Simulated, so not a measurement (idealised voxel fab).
The following is a process module called voxel self aligned vias.
The figure presents cross-section cut, which has a width of 295 nm and is divided into square cells with an edge length of 5 nm.
Format of a cross-section: grid, square cells. Given as bands. Order: top down. Band: one or more rows of cells. It is stipulated that each band's entry specify, in nanometres, the height of the top of the band and then that of its bottom, followed by the materials of the band in left-to-right sequence, each together with its width in nanometres. A single material marked by the word "everywhere" is understood to fill the band from edge to edge; the word "blank" is understood to denote empty space. Heights are reckoned from 0. Under this level, the received wafer is all of one material. The bottommost band is open-ended downward, for example "0 and below". So if you see something like "30->40" for the width, read it as the top row of the band sitting at the first number and the bottom row at the second, with every row in between moving by the same amount as the last. Where the words "left unchanged" appear for a step, the cross-section shows no cell changed by that step; every cell remained as before. Enclosed voids (no open way to top), threshold 8 cells or more, entry "Closed voids list", notation width x height at distance, distance from left edge, nm. Heads up: the bit after the settings on a step's line is the simulator's remark on that step. The line of a step may include "overlay nm". On a step with a mask, this value is how far to the right of its planned place the mask lay. A negative value means the mask lay to the left.
THE PLANNED PROCESS STEPS ARE ENUMERATED HEREUNDER
step 1: op RECEIVE | material Si
step 2: op CONFORMAL_DEP | material SiO2 | thk nm 15
step 3: op CONFORMAL_DEP | material SiCN | thk nm 5
step 4: op DIRECTIONAL_DEP | material SiO2 | thk nm 30
step 5: op DIRECTIONAL_DEP | material aC | thk nm 15
step 6: op PATTERN | tone open | mask id LINES | material resist | width nm 20 | pitch nm 70 | thk nm 35 | overlay nm 0
step 7: op DIRECTIONAL_ETCH | etch materials aC | depth nm 15
step 8: op STRIP | etch materials resist
step 9: op DIRECTIONAL_ETCH | etch materials SiO2 | depth nm 30
step 10: op STRIP | etch materials aC
step 11: op CONFORMAL_DEP | material TiN | thk nm 5
step 12: op FILL_DEP | material W | thk nm 10
step 13: op CMP | height nm 50
step 14: op SELECTIVE_ETCH | etch materials W Ru TiN | depth nm 10
step 15: op FILL_DEP | material SiN | thk nm 5
step 16: op CMP | height nm 50
step 17: op DIRECTIONAL_DEP | material SiO2 | thk nm 20
step 18: op MASKED_ETCH | tone open | mask id VIAS | width nm 40 | pitch nm 140 | etch materials SiO2 | depth nm 20 | overlay nm 0
step 19: op MASKED_ETCH | tone open | mask id VIAS | width nm 40 | pitch nm 140 | etch materials SiN | depth nm 10 | overlay nm 0
step 20: op CONFORMAL_DEP | material TiN | thk nm 5
step 21: op FILL_DEP | material Ru | thk nm 10
step 22: op CMP | height nm 70
step 23: op CONFORMAL_DEP | material SiN | thk nm 5
THIS IS THE CROSS-SECTION OF THE WAFER AS WE RECEIVED IT, I.E. AFTER STEP 1
  0 and below: Si everywhere
  Closed voids list: none
END-OF-MODULE XS, FIRST OF TWO WAFERS, RUN AS PLANNED
  75 down to 70: SiN everywhere
  70 down to 55: SiO2 55, then TiN 5, then Ru 30, then TiN 5, then SiO2 100, then TiN 5, then Ru 30, then TiN 5, then SiO2 60
  55 down to 50: SiO2 55, then TiN 15, then Ru 10, then TiN 15, then SiO2 100, then TiN 15, then Ru 10, then TiN 15, then SiO2 60
  50 down to 45: SiO2 65, then TiN 5, then Ru 10, then TiN 5, then SiO2 50, then SiN 20, then SiO2 50, then TiN 5, then Ru 10, then TiN 5, then SiO2 70
  45 down to 40: SiO2 65, then TiN 20, then SiO2 50, then SiN 20, then SiO2 50, then TiN 20, then SiO2 70
  40 down to 25: SiO2 65, then TiN 5, then W 10, then TiN 5, then SiO2 50, then TiN 5, then W 10, then TiN 5, then SiO2 50, then TiN 5, then W 10, then TiN 5, then SiO2 70
  25 down to 20: SiO2 65, then TiN 20, then SiO2 50, then TiN 20, then SiO2 50, then TiN 20, then SiO2 70
  20 down to 15: SiCN everywhere
  15 down to 0: SiO2 everywhere
  0 and below: Si everywhere
  Closed voids list: none
CROSS-SECTION OF THE LATTER OF THE TWO WAFERS AT MODULE COMPLETION. IT HAD AN IDENTICAL START AND AN IDENTICAL PLAN TO THE FORMER; IN RUNNING IT, ONE MISTAKE WAS MADE
  75 down to 70: SiN everywhere
  70 down to 55: SiO2 55, then TiN 5, then Ru 30, then TiN 5, then SiO2 100, then TiN 5, then Ru 30, then TiN 5, then SiO2 60
  55 down to 50: SiO2 55, then TiN 15, then Ru 10, then TiN 15, then SiO2 100, then TiN 15, then Ru 10, then TiN 15, then SiO2 60
  50 down to 45: SiO2 65, then TiN 5, then Ru 10, then TiN 5, then SiO2 50, then SiN 20, then SiO2 50, then TiN 5, then Ru 10, then TiN 5, then SiO2 70
  45 down to 40: SiO2 65, then TiN 20, then SiO2 50, then SiN 20, then SiO2 50, then TiN 20, then SiO2 70
  40 down to 25: SiO2 65, then TiN 5, then W 10, then TiN 5, then SiO2 50, then TiN 5, then W 10, then TiN 5, then SiO2 50, then TiN 5, then W 10, then TiN 5, then SiO2 70
  25 down to 20: SiO2 65, then TiN 20, then SiO2 50, then TiN 20, then SiO2 50, then TiN 20, then SiO2 70
  20 down to 5: SiO2 everywhere
  5 down to 0: SiCN everywhere
  0 and below: Si everywhere
  Closed voids list: none
Deviation noted in wafer processing: the processing plan was not followed for steps 2 and 3, which were run with their positions exchanged
Upon completion, the cell count for each material on the second wafer equals that on the first, whereas the spatial distribution of those cells differs.
